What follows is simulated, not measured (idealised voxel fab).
Title: Process Module voxel wiring stack
Cross-section cut: width 260 nm, square cells of 5 nm.
Each cross-section below is a grid of square cells, stated as bands in top-down order, with one or more rows of cells making up each band. Heights first: top, then bottom, in nm. Then materials, left to right, each with a width in nm. "all across" on a single material: fills the band edge to edge. "air": empty space. Heights from 0 (as-received wafer is one material below). Bottom band endless downward, as "0 down". Note: "30->40" means the width goes from the first number (top row of the band) to the second number (bottom row) in equal steps per row of cells. You'll sometimes find "no alterations made" written for a step, and that's the way of saying that nowhere in the cross-section did a cell change during that step. The entry titled "Sealed-off cavities" provides the empty spaces that have no open way to the top, restricted to those of 8 cells or more. Each is presented as width x height at distance, the distance being measured from the left edge, with all three in nm. Where a step's line continues beyond its settings, the continuation is a remark by the simulator itself on that step. The optional step-line setting "overlay nm" applies to steps with a mask and quantifies how far to the right of its planned location the mask lay, a negative value indicating leftward placement.

So here's the lineup of process steps we planned
1: RECEIVE with material Si
2: CONFORMAL_DEP with material SiO2, thk nm 15
3: CONFORMAL_DEP with material SiN, thk nm 5
4: DIRECTIONAL_DEP with material SiO2, thk nm 20
5: PATTERN with tone open, mask id METAL_1, material resist, width nm 30, pitch nm 60, thk nm 20, overlay nm 0
6: DIRECTIONAL_ETCH with etch materials SiO2, depth nm 20
7: DIRECTIONAL_ETCH with etch materials SiN, depth nm 5
8: STRIP with etch materials resist
9: CONFORMAL_DEP with material TiN, thk nm 5
10: FILL_DEP with material Cu, thk nm 5
11: CMP with height nm 40
12: CONFORMAL_DEP with material SiCN, thk nm 5
13: DIRECTIONAL_DEP with material lowk, thk nm 30
14: PATTERN with tone open, mask id METAL_2_HOLES, material resist, width nm 15, pitch nm 120, thk nm 20, overlay nm 0
15: DIRECTIONAL_ETCH with etch materials lowk, depth nm 30
16: STRIP with etch materials resist
17: DIRECTIONAL_DEP with material aC, thk nm 15
18: PATTERN with tone open, mask id METAL_2, material resist, width nm 30, pitch nm 60, thk nm 35, overlay nm 0
19: DIRECTIONAL_ETCH with etch materials aC, depth nm 15
20: STRIP with etch materials resist
21: DIRECTIONAL_ETCH with etch materials lowk, depth nm 15
22: DIRECTIONAL_ETCH with etch materials SiCN, depth nm 5
23: STRIP with etch materials aC
24: CONFORMAL_DEP with material TiN, thk nm 5
25: FILL_DEP with material Cu, thk nm 5
26: CMP with height nm 75
27: CONFORMAL_DEP with material SiCN, thk nm 5
28: DIRECTIONAL_DEP with material SiO2, thk nm 20
29: PATTERN with tone open, mask id PLUG_2, material resist, width nm 15, pitch nm 60, thk nm 15, overlay nm 0
30: DIRECTIONAL_ETCH with etch materials SiO2, depth nm 20
31: DIRECTIONAL_ETCH with etch materials SiCN, depth nm 5
32: STRIP with etch materials resist
33: CONFORMAL_DEP with material TiN, thk nm 5
34: FILL_DEP with material Cu, thk nm 10
35: CMP with height nm 100
36: DIRECTIONAL_DEP with material TiN, thk nm 5
37: DIRECTIONAL_DEP with material W, thk nm 25
38: MASKED_ETCH with tone cover, mask id METAL_3, width nm 30, pitch nm 60, etch materials W, depth nm 25, overlay nm 0
39: MASKED_ETCH with tone cover, mask id METAL_3, width nm 30, pitch nm 60, etch materials TiN, depth nm 5, overlay nm 0
40: CONFORMAL_DEP with material SiCN, thk nm 5
41: FILL_DEP with material SiO2, thk nm 10
42: CMP with height nm 130
43: CONFORMAL_DEP with material SiCN, thk nm 5
44: DIRECTIONAL_DEP with material lowk, thk nm 20
45: MASKED_ETCH with tone open, mask id PLUG_3, width nm 15, pitch nm 120, etch materials lowk, depth nm 20, overlay nm 0
46: MASKED_ETCH with tone open, mask id PLUG_3, width nm 15, pitch nm 120, etch materials SiCN, depth nm 5, overlay nm 0
47: EPI with material Ru, thk nm 10
48: EPI with material Ru, thk nm 10
49: EPI with material Ru, thk nm 5
50: CONFORMAL_DEP with material SiCN, thk nm 5
51: DIRECTIONAL_DEP with material SiO2, thk nm 25
52: PATTERN with tone open, mask id METAL_4, material resist, width nm 30, pitch nm 60, thk nm 20, overlay nm 0
53: DIRECTIONAL_ETCH with etch materials SiO2, depth nm 25
54: DIRECTIONAL_ETCH with etch materials SiCN, depth nm 5
55: STRIP with etch materials resist
56: CONFORMAL_DEP with material TiN, thk nm 5
57: FILL_DEP with material W, thk nm 5
58: CMP with height nm 185
59: EPI with material Ru, thk nm 5
60: FILL_DEP with material SiCN, thk nm 5

What follows covers the first of two wafers; it ran as planned

Received-state cross-section, reflecting completion of step 1
- 0 down: Si all across
- Sealed-off cavities: none

Presented here is a cross-section of the wafer after step 2 has been performed
- 15 to 0: SiO2 all across
- Rest of section, below 0: as before.

Presented here is a cross-section of the wafer after step 3 has been performed
- 20 to 15: SiN all across
- Rest of section, below 15: as before.

Presented here is a cross-section of the wafer after step 4 has been performed
- 40 to 20: SiO2 all across
- Rest of section, below 20: as before.

Presented here is a cross-section of the wafer after step 5 has been performed
- 60 to 40: resist=55; air=30; resist=30; air=30; resist=30; air=30; resist=55
- Rest of section, below 40: as before.

Presented here is a cross-section of the wafer after step 6 has been performed
- 60 to 40: resist=55; air=30; resist=30; air=30; resist=30; air=30; resist=55
- 40 to 20: SiO2=55; air=30; SiO2=30; air=30; SiO2=30; air=30; SiO2=55
- Rest of section, below 20: as before.

Presented here is a cross-section of the wafer after step 7 has been performed
- 60 to 40: resist=55; air=30; resist=30; air=30; resist=30; air=30; resist=55
- 40 to 20: SiO2=55; air=30; SiO2=30; air=30; SiO2=30; air=30; SiO2=55
- 20 to 15: SiN=55; air=30; SiN=30; air=30; SiN=30; air=30; SiN=55
- Rest of section, below 15: as before.

Presented here is a cross-section of the wafer after step 8 has been performed
- 40 to 20: SiO2=55; air=30; SiO2=30; air=30; SiO2=30; air=30; SiO2=55
- Rest of section, below 20: as before.

Presented here is a cross-section of the wafer after step 9 has been performed
- 45 to 40: TiN=60; air=20; TiN=40; air=20; TiN=40; air=20; TiN=60
- 40 to 20: SiO2=55; TiN=5; air=20; TiN=5; SiO2=30; TiN=5; air=20; TiN=5; SiO2=30; TiN=5; air=20; TiN=5; SiO2=55
- 20 to 15: SiN=55; TiN=30; SiN=30; TiN=30; SiN=30; TiN=30; SiN=55
- Rest of section, below 15: as before.

Presented here is a cross-section of the wafer after step 10 has been performed
- 50 to 45: Cu all across
- 45 to 40: TiN=60; Cu=20; TiN=40; Cu=20; TiN=40; Cu=20; TiN=60
- 40 to 20: SiO2=55; TiN=5; Cu=20; TiN=5; SiO2=30; TiN=5; Cu=20; TiN=5; SiO2=30; TiN=5; Cu=20; TiN=5; SiO2=55
- Rest of section, below 20: as before.

Presented here is a cross-section of the wafer after step 11 has been performed
- 40 to 20: SiO2=55; TiN=5; Cu=20; TiN=5; SiO2=30; TiN=5; Cu=20; TiN=5; SiO2=30; TiN=5; Cu=20; TiN=5; SiO2=55
- Rest of section, below 20: as before.

Presented here is a cross-section of the wafer after step 12 has been performed
- 45 to 40: SiCN all across
- Rest of section, below 40: as before.

Presented here is a cross-section of the wafer after step 13 has been performed
- 75 to 45: lowk all across
- Rest of section, below 45: as before.

Presented here is a cross-section of the wafer after step 14 has been performed
- 95 to 75: resist=55; air=15; resist=105; air=15; resist=70
- Rest of section, below 75: as before.

Presented here is a cross-section of the wafer after step 15 has been performed
- 95 to 75: resist=55; air=15; resist=105; air=15; resist=70
- 75 to 45: lowk=55; air=15; lowk=105; air=15; lowk=70
- Rest of section, below 45: as before.

Presented here is a cross-section of the wafer after step 16 has been performed
- 75 to 45: lowk=55; air=15; lowk=105; air=15; lowk=70
- Rest of section, below 45: as before.

Presented here is a cross-section of the wafer after step 17 has been performed
- 90 to 75: aC=55; air=15; aC=105; air=15; aC=70
- 75 to 60: lowk=55; air=15; lowk=105; air=15; lowk=70
- 60 to 45: lowk=55; aC=15; lowk=105; aC=15; lowk=70
- Rest of section, below 45: as before.

Presented here is a cross-section of the wafer after step 18 has been performed
- 125 to 90: resist=55; air=30; resist=30; air=30; resist=30; air=30; resist=55
- Rest of section, below 90: as before.

Presented here is a cross-section of the wafer after step 19 has been performed
- 110 to 90: resist=55; air=30; resist=30; air=30; resist=30; air=30; resist=55
- 90 to 75: aC=55; air=30; aC=30; air=30; aC=30; air=30; aC=55
- 75 to 45: lowk=55; air=15; lowk=105; air=15; lowk=70
- Rest of section, below 45: as before.

Presented here is a cross-section of the wafer after step 20 has been performed
- 90 to 75: aC=55; air=30; aC=30; air=30; aC=30; air=30; aC=55
- Rest of section, below 75: as before.

Presented here is a cross-section of the wafer after step 21 has been performed
- 90 to 75: aC=55; air=30; aC=30; air=30; aC=30; air=30; aC=55
- 75 to 60: lowk=55; air=30; lowk=30; air=30; lowk=30; air=30; lowk=55
- Rest of section, below 60: as before.

Presented here is a cross-section of the wafer after step 22 has been performed
- 90 to 75: aC=55; air=30; aC=30; air=30; aC=30; air=30; aC=55
- 75 to 60: lowk=55; air=30; lowk=30; air=30; lowk=30; air=30; lowk=55
- 60 to 45: lowk=55; air=15; lowk=105; air=15; lowk=70
- 45 to 40: SiCN=55; air=15; SiCN=105; air=15; SiCN=70
- Rest of section, below 40: as before.

Presented here is a cross-section of the wafer after step 23 has been performed
- 75 to 60: lowk=55; air=30; lowk=30; air=30; lowk=30; air=30; lowk=55
- Rest of section, below 60: as before.

Presented here is a cross-section of the wafer after step 24 has been performed
- 80 to 75: TiN=60; air=20; TiN=40; air=20; TiN=40; air=20; TiN=60
- 75 to 65: lowk=55; TiN=5; air=20; TiN=5; lowk=30; TiN=5; air=20; TiN=5; lowk=30; TiN=5; air=20; TiN=5; lowk=55
- 65 to 60: lowk=55; TiN=5; air=5; TiN=20; lowk=30; TiN=30; lowk=30; TiN=5; air=5; TiN=20; lowk=55
- 60 to 45: lowk=55; TiN=5; air=5; TiN=5; lowk=105; TiN=5; air=5; TiN=5; lowk=70
- 45 to 40: SiCN=55; TiN=15; SiCN=105; TiN=15; SiCN=70
- Rest of section, below 40: as before.

Presented here is a cross-section of the wafer after step 25 has been performed
- 85 to 80: Cu all across
- 80 to 75: TiN=60; Cu=20; TiN=40; Cu=20; TiN=40; Cu=20; TiN=60
- 75 to 65: lowk=55; TiN=5; Cu=20; TiN=5; lowk=30; TiN=5; Cu=20; TiN=5; lowk=30; TiN=5; Cu=20; TiN=5; lowk=55
- 65 to 60: lowk=55; TiN=5; Cu=5; TiN=20; lowk=30; TiN=30; lowk=30; TiN=5; Cu=5; TiN=20; lowk=55
- 60 to 45: lowk=55; TiN=5; Cu=5; TiN=5; lowk=105; TiN=5; Cu=5; TiN=5; lowk=70
- Rest of section, below 45: as before.

Presented here is a cross-section of the wafer after step 26 has been performed
- 75 to 65: lowk=55; TiN=5; Cu=20; TiN=5; lowk=30; TiN=5; Cu=20; TiN=5; lowk=30; TiN=5; Cu=20; TiN=5; lowk=55
- Rest of section, below 65: as before.

Presented here is a cross-section of the wafer after step 27 has been performed
- 80 to 75: SiCN all across
- Rest of section, below 75: as before.

Presented here is a cross-section of the wafer after step 28 has been performed
- 100 to 80: SiO2 all across
- Rest of section, below 80: as before.

Presented here is a cross-section of the wafer after step 29 has been performed
- 115 to 100: resist=55; air=15; resist=45; air=15; resist=45; air=15; resist=70
- Rest of section, below 100: as before.

Presented here is a cross-section of the wafer after step 30 has been performed
- 115 to 100: resist=55; air=15; resist=45; air=15; resist=45; air=15; resist=70
- 100 to 80: SiO2=55; air=15; SiO2=45; air=15; SiO2=45; air=15; SiO2=70
- Rest of section, below 80: as before.

Presented here is a cross-section of the wafer after step 31 has been performed
- 115 to 100: resist=55; air=15; resist=45; air=15; resist=45; air=15; resist=70
- 100 to 80: SiO2=55; air=15; SiO2=45; air=15; SiO2=45; air=15; SiO2=70
- 80 to 75: SiCN=55; air=15; SiCN=45; air=15; SiCN=45; air=15; SiCN=70
- Rest of section, below 75: as before.

Presented here is a cross-section of the wafer after step 32 has been performed
- 100 to 80: SiO2=55; air=15; SiO2=45; air=15; SiO2=45; air=15; SiO2=70
- Rest of section, below 80: as before.

Presented here is a cross-section of the wafer after step 33 has been performed
- 105 to 100: TiN=60; air=5; TiN=55; air=5; TiN=55; air=5; TiN=75
- 100 to 80: SiO2=55; TiN=5; air=5; TiN=5; SiO2=45; TiN=5; air=5; TiN=5; SiO2=45; TiN=5; air=5; TiN=5; SiO2=70
- 80 to 75: SiCN=55; TiN=15; SiCN=45; TiN=15; SiCN=45; TiN=15; SiCN=70
- Rest of section, below 75: as before.

Presented here is a cross-section of the wafer after step 34 has been performed
- 115 to 105: Cu all across
- 105 to 100: TiN=60; Cu=5; TiN=55; Cu=5; TiN=55; Cu=5; TiN=75
- 100 to 80: SiO2=55; TiN=5; Cu=5; TiN=5; SiO2=45; TiN=5; Cu=5; TiN=5; SiO2=45; TiN=5; Cu=5; TiN=5; SiO2=70
- Rest of section, below 80: as before.

Presented here is a cross-section of the wafer after step 35 has been performed
- 100 to 80: SiO2=55; TiN=5; Cu=5; TiN=5; SiO2=45; TiN=5; Cu=5; TiN=5; SiO2=45; TiN=5; Cu=5; TiN=5; SiO2=70
- Rest of section, below 80: as before.

Presented here is a cross-section of the wafer after step 36 has been performed
- 105 to 100: TiN all across
- Rest of section, below 100: as before.

Presented here is a cross-section of the wafer after step 37 has been performed
- 130 to 105: W all across
- Rest of section, below 105: as before.

Presented here is a cross-section of the wafer after step 38 has been performed
- 130 to 105: air=55; W=30; air=30; W=30; air=30; W=30; air=55
- Rest of section, below 105: as before.

Presented here is a cross-section of the wafer after step 39 has been performed
- 130 to 105: air=55; W=30; air=30; W=30; air=30; W=30; air=55
- 105 to 100: air=55; TiN=30; air=30; TiN=30; air=30; TiN=30; air=55
- Rest of section, below 100: as before.

Presented here is a cross-section of the wafer after step 40 has been performed
- 135 to 130: air=50; SiCN=40; air=20; SiCN=40; air=20; SiCN=40; air=50
- 130 to 105: air=50; SiCN=5; W=30; SiCN=5; air=20; SiCN=5; W=30; SiCN=5; air=20; SiCN=5; W=30; SiCN=5; air=50
- 105 to 100: SiCN=55; TiN=30; SiCN=30; TiN=30; SiCN=30; TiN=30; SiCN=55
- Rest of section, below 100: as before.

Presented here is a cross-section of the wafer after step 41 has been performed
- 145 to 135: SiO2 all across
- 135 to 130: SiO2=50; SiCN=40; SiO2=20; SiCN=40; SiO2=20; SiCN=40; SiO2=50
- 130 to 105: SiO2=50; SiCN=5; W=30; SiCN=5; SiO2=20; SiCN=5; W=30; SiCN=5; SiO2=20; SiCN=5; W=30; SiCN=5; SiO2=50
- Rest of section, below 105: as before.

Presented here is a cross-section of the wafer after step 42 has been performed
- 130 to 105: SiO2=50; SiCN=5; W=30; SiCN=5; SiO2=20; SiCN=5; W=30; SiCN=5; SiO2=20; SiCN=5; W=30; SiCN=5; SiO2=50
- Rest of section, below 105: as before.

Presented here is a cross-section of the wafer after step 43 has been performed
- 135 to 130: SiCN all across
- Rest of section, below 130: as before.

Presented here is a cross-section of the wafer after step 44 has been performed
- 155 to 135: lowk all across
- Rest of section, below 135: as before.

Presented here is a cross-section of the wafer after step 45 has been performed
- 155 to 135: lowk=55; air=15; lowk=105; air=15; lowk=70
- Rest of section, below 135: as before.

Presented here is a cross-section of the wafer after step 46 has been performed
- 155 to 135: lowk=55; air=15; lowk=105; air=15; lowk=70
- 135 to 130: SiCN=55; air=15; SiCN=105; air=15; SiCN=70
- Rest of section, below 130: as before.

Presented here is a cross-section of the wafer after step 47 has been performed
- 155 to 140: lowk=55; air=15; lowk=105; air=15; lowk=70
- 140 to 135: lowk=55; Ru=15; lowk=105; Ru=15; lowk=70
- 135 to 130: SiCN=55; Ru=15; SiCN=105; Ru=15; SiCN=70
- Rest of section, below 130: as before.

Presented here is a cross-section of the wafer after step 48 has been performed
- 155 to 150: lowk=55; air=15; lowk=105; air=15; lowk=70
- 150 to 135: lowk=55; Ru=15; lowk=105; Ru=15; lowk=70
- Rest of section, below 135: as before.

Presented here is a cross-section of the wafer after step 49 has been performed
- 155 to 135: lowk=55; Ru=15; lowk=105; Ru=15; lowk=70
- Rest of section, below 135: as before.

Presented here is a cross-section of the wafer after step 50 has been performed
- 160 to 155: SiCN all across
- Rest of section, below 155: as before.

Presented here is a cross-section of the wafer after step 51 has been performed
- 185 to 160: SiO2 all across
- Rest of section, below 160: as before.

Presented here is a cross-section of the wafer after step 52 has been performed
- 205 to 185: resist=55; air=30; resist=30; air=30; resist=30; air=30; resist=55
- Rest of section, below 185: as before.

Presented here is a cross-section of the wafer after step 53 has been performed
- 205 to 185: resist=55; air=30; resist=30; air=30; resist=30; air=30; resist=55
- 185 to 160: SiO2=55; air=30; SiO2=30; air=30; SiO2=30; air=30; SiO2=55
- Rest of section, below 160: as before.

Presented here is a cross-section of the wafer after step 54 has been performed
- 205 to 185: resist=55; air=30; resist=30; air=30; resist=30; air=30; resist=55
- 185 to 160: SiO2=55; air=30; SiO2=30; air=30; SiO2=30; air=30; SiO2=55
- 160 to 155: SiCN=55; air=30; SiCN=30; air=30; SiCN=30; air=30; SiCN=55
- Rest of section, below 155: as before.

Presented here is a cross-section of the wafer after step 55 has been performed
- 185 to 160: SiO2=55; air=30; SiO2=30; air=30; SiO2=30; air=30; SiO2=55
- Rest of section, below 160: as before.

Presented here is a cross-section of the wafer after step 56 has been performed
- 190 to 185: TiN=60; air=20; TiN=40; air=20; TiN=40; air=20; TiN=60
- 185 to 160: SiO2=55; TiN=5; air=20; TiN=5; SiO2=30; TiN=5; air=20; TiN=5; SiO2=30; TiN=5; air=20; TiN=5; SiO2=55
- 160 to 155: SiCN=55; TiN=30; SiCN=30; TiN=30; SiCN=30; TiN=30; SiCN=55
- Rest of section, below 155: as before.

Presented here is a cross-section of the wafer after step 57 has been performed
- 195 to 190: W all across
- 190 to 185: TiN=60; W=20; TiN=40; W=20; TiN=40; W=20; TiN=60
- 185 to 160: SiO2=55; TiN=5; W=20; TiN=5; SiO2=30; TiN=5; W=20; TiN=5; SiO2=30; TiN=5; W=20; TiN=5; SiO2=55
- Rest of section, below 160: as before.

Presented here is a cross-section of the wafer after step 58 has been performed
- 185 to 160: SiO2=55; TiN=5; W=20; TiN=5; SiO2=30; TiN=5; W=20; TiN=5; SiO2=30; TiN=5; W=20; TiN=5; SiO2=55
- Rest of section, below 160: as before.

Presented here is a cross-section of the wafer after step 59 has been performed
- 190 to 185: air=50; Ru=40; air=20; Ru=40; air=20; Ru=40; air=50
- Rest of section, below 185: as before.

Presented here is a cross-section of the wafer after step 60 has been performed
- 195 to 190: SiCN all across
- 190 to 185: SiCN=50; Ru=40; SiCN=20; Ru=40; SiCN=20; Ru=40; SiCN=50
- Rest of section, below 185: as before.

second wafer: like start, like plan, one mistake. Through step 28 it matches the first wafer

The second wafer in cross-section, at the planned close of step 29
- 115 to 100: resist=60; air=15; resist=45; air=15; resist=45; air=15; resist=65
- Rest of section, below 100: as before.

The second wafer in cross-section, at the planned close of step 30
- 115 to 100: resist=60; air=15; resist=45; air=15; resist=45; air=15; resist=65
- 100 to 80: SiO2=60; air=15; SiO2=45; air=15; SiO2=45; air=15; SiO2=65
- Rest of section, below 80: as before.

The second wafer in cross-section, at the planned close of step 31
- 115 to 100: resist=60; air=15; resist=45; air=15; resist=45; air=15; resist=65
- 100 to 80: SiO2=60; air=15; SiO2=45; air=15; SiO2=45; air=15; SiO2=65
- 80 to 75: SiCN=60; air=15; SiCN=45; air=15; SiCN=45; air=15; SiCN=65
- Rest of section, below 75: as before.

The second wafer in cross-section, at the planned close of step 32
- 100 to 80: SiO2=60; air=15; SiO2=45; air=15; SiO2=45; air=15; SiO2=65
- Rest of section, below 80: as before.

The second wafer in cross-section, at the planned close of step 33
- 105 to 100: TiN=65; air=5; TiN=55; air=5; TiN=55; air=5; TiN=70
- 100 to 80: SiO2=60; TiN=5; air=5; TiN=5; SiO2=45; TiN=5; air=5; TiN=5; SiO2=45; TiN=5; air=5; TiN=5; SiO2=65
- 80 to 75: SiCN=60; TiN=15; SiCN=45; TiN=15; SiCN=45; TiN=15; SiCN=65
- Rest of section, below 75: as before.

The second wafer in cross-section, at the planned close of step 34
- 115 to 105: Cu all across
- 105 to 100: TiN=65; Cu=5; TiN=55; Cu=5; TiN=55; Cu=5; TiN=70
- 100 to 80: SiO2=60; TiN=5; Cu=5; TiN=5; SiO2=45; TiN=5; Cu=5; TiN=5; SiO2=45; TiN=5; Cu=5; TiN=5; SiO2=65
- Rest of section, below 80: as before.

The second wafer in cross-section, at the planned close of step 35
- 100 to 80: SiO2=60; TiN=5; Cu=5; TiN=5; SiO2=45; TiN=5; Cu=5; TiN=5; SiO2=45; TiN=5; Cu=5; TiN=5; SiO2=65
- Rest of section, below 80: as before.

The second wafer in cross-section, at the planned close of step 36
- 105 to 100: TiN all across
- Rest of section, below 100: as before.

The second wafer in cross-section, at the planned close of step 37
- 130 to 105: W all across
- Rest of section, below 105: as before.

The second wafer in cross-section, at the planned close of step 38
- 130 to 105: air=55; W=30; air=30; W=30; air=30; W=30; air=55
- Rest of section, below 105: as before.

The second wafer in cross-section, at the planned close of step 39
- 130 to 105: air=55; W=30; air=30; W=30; air=30; W=30; air=55
- 105 to 100: air=55; TiN=30; air=30; TiN=30; air=30; TiN=30; air=55
- Rest of section, below 100: as before.

The second wafer in cross-section, at the planned close of step 40
- 135 to 130: air=50; SiCN=40; air=20; SiCN=40; air=20; SiCN=40; air=50
- 130 to 105: air=50; SiCN=5; W=30; SiCN=5; air=20; SiCN=5; W=30; SiCN=5; air=20; SiCN=5; W=30; SiCN=5; air=50
- 105 to 100: SiCN=55; TiN=30; SiCN=30; TiN=30; SiCN=30; TiN=30; SiCN=55
- Rest of section, below 100: as before.

The second wafer in cross-section, at the planned close of step 41
- 145 to 135: SiO2 all across
- 135 to 130: SiO2=50; SiCN=40; SiO2=20; SiCN=40; SiO2=20; SiCN=40; SiO2=50
- 130 to 105: SiO2=50; SiCN=5; W=30; SiCN=5; SiO2=20; SiCN=5; W=30; SiCN=5; SiO2=20; SiCN=5; W=30; SiCN=5; SiO2=50
- Rest of section, below 105: as before.

The second wafer in cross-section, at the planned close of step 42
- 130 to 105: SiO2=50; SiCN=5; W=30; SiCN=5; SiO2=20; SiCN=5; W=30; SiCN=5; SiO2=20; SiCN=5; W=30; SiCN=5; SiO2=50
- Rest of section, below 105: as before.

The second wafer in cross-section, at the planned close of step 43
- 135 to 130: SiCN all across
- Rest of section, below 130: as before.

The second wafer in cross-section, at the planned close of step 44
- 155 to 135: lowk all across
- Rest of section, below 135: as before.

The second wafer in cross-section, at the planned close of step 45
- 155 to 135: lowk=55; air=15; lowk=105; air=15; lowk=70
- Rest of section, below 135: as before.

The second wafer in cross-section, at the planned close of step 46
- 155 to 135: lowk=55; air=15; lowk=105; air=15; lowk=70
- 135 to 130: SiCN=55; air=15; SiCN=105; air=15; SiCN=70
- Rest of section, below 130: as before.

The second wafer in cross-section, at the planned close of step 47
- 155 to 140: lowk=55; air=15; lowk=105; air=15; lowk=70
- 140 to 135: lowk=55; Ru=15; lowk=105; Ru=15; lowk=70
- 135 to 130: SiCN=55; Ru=15; SiCN=105; Ru=15; SiCN=70
- Rest of section, below 130: as before.

The second wafer in cross-section, at the planned close of step 48
- 155 to 150: lowk=55; air=15; lowk=105; air=15; lowk=70
- 150 to 135: lowk=55; Ru=15; lowk=105; Ru=15; lowk=70
- Rest of section, below 135: as before.

The second wafer in cross-section, at the planned close of step 49
- 155 to 135: lowk=55; Ru=15; lowk=105; Ru=15; lowk=70
- Rest of section, below 135: as before.

The second wafer in cross-section, at the planned close of step 50
- 160 to 155: SiCN all across
- Rest of section, below 155: as before.

The second wafer in cross-section, at the planned close of step 51
- 185 to 160: SiO2 all across
- Rest of section, below 160: as before.

The second wafer in cross-section, at the planned close of step 52
- 205 to 185: resist=55; air=30; resist=30; air=30; resist=30; air=30; resist=55
- Rest of section, below 185: as before.

The second wafer in cross-section, at the planned close of step 53
- 205 to 185: resist=55; air=30; resist=30; air=30; resist=30; air=30; resist=55
- 185 to 160: SiO2=55; air=30; SiO2=30; air=30; SiO2=30; air=30; SiO2=55
- Rest of section, below 160: as before.

The second wafer in cross-section, at the planned close of step 54
- 205 to 185: resist=55; air=30; resist=30; air=30; resist=30; air=30; resist=55
- 185 to 160: SiO2=55; air=30; SiO2=30; air=30; SiO2=30; air=30; SiO2=55
- 160 to 155: SiCN=55; air=30; SiCN=30; air=30; SiCN=30; air=30; SiCN=55
- Rest of section, below 155: as before.

The second wafer in cross-section, at the planned close of step 55
- 185 to 160: SiO2=55; air=30; SiO2=30; air=30; SiO2=30; air=30; SiO2=55
- Rest of section, below 160: as before.

The second wafer in cross-section, at the planned close of step 56
- 190 to 185: TiN=60; air=20; TiN=40; air=20; TiN=40; air=20; TiN=60
- 185 to 160: SiO2=55; TiN=5; air=20; TiN=5; SiO2=30; TiN=5; air=20; TiN=5; SiO2=30; TiN=5; air=20; TiN=5; SiO2=55
- 160 to 155: SiCN=55; TiN=30; SiCN=30; TiN=30; SiCN=30; TiN=30; SiCN=55
- Rest of section, below 155: as before.

The second wafer in cross-section, at the planned close of step 57
- 195 to 190: W all across
- 190 to 185: TiN=60; W=20; TiN=40; W=20; TiN=40; W=20; TiN=60
- 185 to 160: SiO2=55; TiN=5; W=20; TiN=5; SiO2=30; TiN=5; W=20; TiN=5; SiO2=30; TiN=5; W=20; TiN=5; SiO2=55
- Rest of section, below 160: as before.

The second wafer in cross-section, at the planned close of step 58
- 185 to 160: SiO2=55; TiN=5; W=20; TiN=5; SiO2=30; TiN=5; W=20; TiN=5; SiO2=30; TiN=5; W=20; TiN=5; SiO2=55
- Rest of section, below 160: as before.

The second wafer in cross-section, at the planned close of step 59
- 190 to 185: air=50; Ru=40; air=20; Ru=40; air=20; Ru=40; air=50
- Rest of section, below 185: as before.

The second wafer in cross-section, at the planned close of step 60
- 195 to 190: SiCN all across
- 190 to 185: SiCN=50; Ru=40; SiCN=20; Ru=40; SiCN=20; Ru=40; SiCN=50
- Rest of section, below 185: as before.
Against the plan, the run slipped here: not per plan at step 29, really ran PATTERN with tone open, mask id PLUG_2, material resist, width nm 15, pitch nm 60, thk nm 15, overlay nm 5
At the end, each material covers as many cells on the second wafer as it does on the first, though the cells it covers are elsewhere.
